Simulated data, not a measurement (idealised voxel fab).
The process module that follows is named voxel self aligned contacts.
Square cells of 5 nm make up the cross-section cut, whose width is 265 nm.
Heads up, the way a cross-section reads in here is a grid of square cells, handed over as bands from the top down, with every band being one or more rows of cells. Basically the band line says how high the top is and how high the bottom is, in nm, and then what's in it from left to right, every material with its width in nm. Empty space shows up as "empty", and if a single material carries "throughout" it runs the full band edge to edge. Heads up on the height convention: 0 is the point under which the incoming wafer is all one material, and the lowest band has no bottom, it just keeps going down, like "0 -> down". Top row gets the first number, bottom row gets the second, and each row in between changes by the same step: that is how a band width like "30 to 40" works. You'll sometimes find "remained the same" written for a step, and that's the way of saying that nowhere in the cross-section did a cell change during that step. You'll see "Enclosed void listing" listing empty spaces that have no way open to the top, as long as they're 8 cells or more; the notation is width x height at distance, where the distance is from the left edge, and all of it is in nm. Step line, after settings: the simulator's comment on this step. A step line may carry the setting "overlay nm", which, for steps involving a mask, states the distance by which the mask lay to the right of its intended position; negative values denote displacement to the left.
-- These are the steps we planned for the process
- 1: RECEIVE with material Si
- 2: OXIDIZE with depth nm 5
- 3: DIRECTIONAL_DEP with material polySi, thk nm 30
- 4: DIRECTIONAL_DEP with material SiN, thk nm 20
- 5: DIRECTIONAL_DEP with material aC, thk nm 15
- 6: PATTERN with tone cover, mask id GATE, material resist, width nm 35, pitch nm 70, thk nm 30, overlay nm 0
- 7: DIRECTIONAL_ETCH with etch materials aC, depth nm 15
- 8: STRIP with etch materials resist
- 9: DIRECTIONAL_ETCH with etch materials SiN, depth nm 20
- 10: DIRECTIONAL_ETCH with etch materials polySi, depth nm 30
- 11: STRIP with etch materials aC
- 12: CONFORMAL_DEP with material SiN, thk nm 5
- 13: DIRECTIONAL_ETCH with etch materials SiN, depth nm 5
- 14: FILL_DEP with material SiO2, thk nm 10
- 15: CMP with height nm 55
- 16: PATTERN with tone open, mask id CONTACT, material resist, width nm 55, thk nm 15, overlay nm 0
- 17: DIRECTIONAL_ETCH with etch materials SiO2, depth nm 60
- 18: STRIP with etch materials resist
- 19: CONFORMAL_DEP with material TiN, thk nm 5
- 20: FILL_DEP with material Ru, thk nm 10
- 21: CMP with height nm 55
- 22: CONFORMAL_DEP with material SiN, thk nm 5
-- Cross-section of the wafer at receipt, which is the condition after step 1
* 0 -> down = Si throughout
* Enclosed void listing: none
-- Sectioned view, first of two wafers, at the close of the module, processed as intended in the plan
* 60 -> 55 = SiN throughout
* 55 -> 50 = SiO2 105 nm, then TiN 20 nm, then Ru 15 nm, then TiN 20 nm, then SiO2 105 nm
* 50 -> 30 = SiO2 75 nm, then SiN 45 nm, then TiN 5 nm, then Ru 15 nm, then TiN 5 nm, then SiN 45 nm, then SiO2 75 nm
* 30 -> 0 = SiO2 75 nm, then SiN 5 nm, then polySi 35 nm, then SiN 5 nm, then TiN 5 nm, then Ru 15 nm, then TiN 5 nm, then SiN 5 nm, then polySi 35 nm, then SiN 5 nm, then SiO2 75 nm
* 0 -> -5 = SiO2 120 nm, then TiN 25 nm, then SiO2 120 nm
* -5 -> down = Si throughout
* Enclosed void listing: none
-- Cross-section, second wafer: same start as the first, same plan as the first, one mistake in running it; taken at the end of the module
* 60 -> 55 = SiN throughout
* 55 -> 50 = SiO2 105 nm, then TiN 10 nm, then Ru 15 nm, then TiN 30 nm, then SiO2 105 nm
* 50 -> 30 = SiO2 65 nm, then SiN 45 nm, then TiN 5 nm, then Ru 15 nm, then TiN 5 nm, then SiN 45 nm, then SiO2 85 nm
* 30 -> 0 = SiO2 65 nm, then SiN 5 nm, then polySi 35 nm, then SiN 5 nm, then TiN 5 nm, then Ru 15 nm, then TiN 5 nm, then SiN 5 nm, then polySi 35 nm, then SiN 5 nm, then SiO2 85 nm
* 0 -> -5 = SiO2 110 nm, then TiN 25 nm, then SiO2 130 nm
* -5 -> down = Si throughout
* Enclosed void listing: none
The mistake made against the process plan was this: step 6 ran as: PATTERN with tone cover, mask id GATE, material resist, width nm 35, pitch nm 70, thk nm 30, overlay nm -10
If you tally the cells, the second wafer ends up with the same amount of every material as the first; it's all just sitting in different places.
